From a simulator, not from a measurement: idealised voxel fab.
process module | voxel wiring stack
cross-section cut | 210 nm wide | cells 5 nm
A cross-section is a grid of square cells, given in bands from the top down. A band is one or more rows of cells.
Each band's line starts with the height of the band's top and of its bottom, in nm. Then come its materials from left to right, each with its width in nm. One material with "throughout" fills the band from edge to edge. "air" is empty space.
Height 0 is the level under which the wafer as received is all one material. The lowest band goes on downwards, as in "0 down".
A width such as "30 to 40" changes by the same amount from each row of cells to the next, from the band's top row to its bottom row.
"no change" after a step means that no cell of the cross-section changed.
closed voids: empty space of 8 cells or more with no open way to the top, each as width x height at its distance from the left edge, in nm
after a step's settings: what the simulator itself notes on the step
overlay nm, on a step with a mask: how far to the right of its planned place the mask lay; to the left if negative
plan
1 op RECEIVE | material Si
2 op CONFORMAL_DEP | material SiO2 | thk nm 15
3 op DIRECTIONAL_DEP | material TiN | thk nm 5
4 op DIRECTIONAL_DEP | material Ru | thk nm 25
5 op DIRECTIONAL_DEP | material aC | thk nm 15
6 op PATTERN | tone cover | mask id METAL_1 | material resist | width nm 30 | pitch nm 55 | thk nm 35 | overlay nm 0
7 op DIRECTIONAL_ETCH | etch materials aC | depth nm 15
8 op STRIP | etch materials resist
9 op DIRECTIONAL_ETCH | etch materials Ru | depth nm 25
10 op DIRECTIONAL_ETCH | etch materials TiN | depth nm 5
11 op STRIP | etch materials aC
12 op CONFORMAL_DEP | material SiN | thk nm 5
13 op FILL_DEP | material SiO2 | thk nm 5
14 op CMP | height nm 45
15 op CONFORMAL_DEP | material SiCN | thk nm 5
16 op DIRECTIONAL_DEP | material SiO2 | thk nm 35
17 op MASKED_ETCH | tone open | mask id METAL_2_HOLES | width nm 15 | pitch nm 55 | etch materials SiO2 | depth nm 35 | overlay nm 0
18 op MASKED_ETCH | tone open | mask id METAL_2 | width nm 30 | pitch nm 55 | etch materials SiO2 | depth nm 20 | overlay nm 0
19 op MASKED_ETCH | tone open | mask id METAL_2 | width nm 30 | pitch nm 55 | etch materials SiCN | depth nm 5 | overlay nm 0
20 op CONFORMAL_DEP | material TiN | thk nm 5
21 op FILL_DEP | material Ru | thk nm 5
22 op CMP | height nm 85
23 op CONFORMAL_DEP | material SiCN | thk nm 5
24 op DIRECTIONAL_DEP | material lowk | thk nm 15
25 op PATTERN | tone open | mask id PLUG_2 | material resist | width nm 15 | thk nm 20 | overlay nm 0
26 op DIRECTIONAL_ETCH | etch materials lowk | depth nm 15
27 op DIRECTIONAL_ETCH | etch materials SiCN | depth nm 5
28 op STRIP | etch materials resist
29 op EPI | material Ru | thk nm 10
30 op EPI | material Ru | thk nm 10
31 op DIRECTIONAL_DEP | material TiN | thk nm 5
32 op DIRECTIONAL_DEP | material Ru | thk nm 15
33 op MASKED_ETCH | tone cover | mask id METAL_3 | width nm 30 | pitch nm 55 | etch materials Ru | depth nm 15 | overlay nm 0
34 op MASKED_ETCH | tone cover | mask id METAL_3 | width nm 30 | pitch nm 55 | etch materials TiN | depth nm 5 | overlay nm 0
35 op CONFORMAL_DEP | material SiN | thk nm 5
36 op FILL_DEP | material SiO2 | thk nm 10
37 op CMP | height nm 125
38 op CONFORMAL_DEP | material SiN | thk nm 5
varied across the wafers: thk nm of step 12. The plan shows the first wafer's value. All wafers start alike
first wafer as received, after step 1
  0 down: Si throughout
  closed voids: none
each wafer at the end: cells of each material gained (+) or lost (-) since it was received, then its closed voids
thk nm 5 | +140 Ru | +75 SiCN | +134 SiN | +562 SiO2 | +64 TiN | +117 lowk | closed voids: none
thk nm 10 | +140 Ru | +75 SiCN | +176 SiN | +520 SiO2 | +64 TiN | +117 lowk | closed voids: none
thk nm 15 | +140 Ru | +75 SiCN | +207 SiN | +489 SiO2 | +64 TiN | +117 lowk | closed voids: none
thk nm 20 | +140 Ru | +75 SiCN | +230 SiN | +466 SiO2 | +64 TiN | +117 lowk | closed voids: none
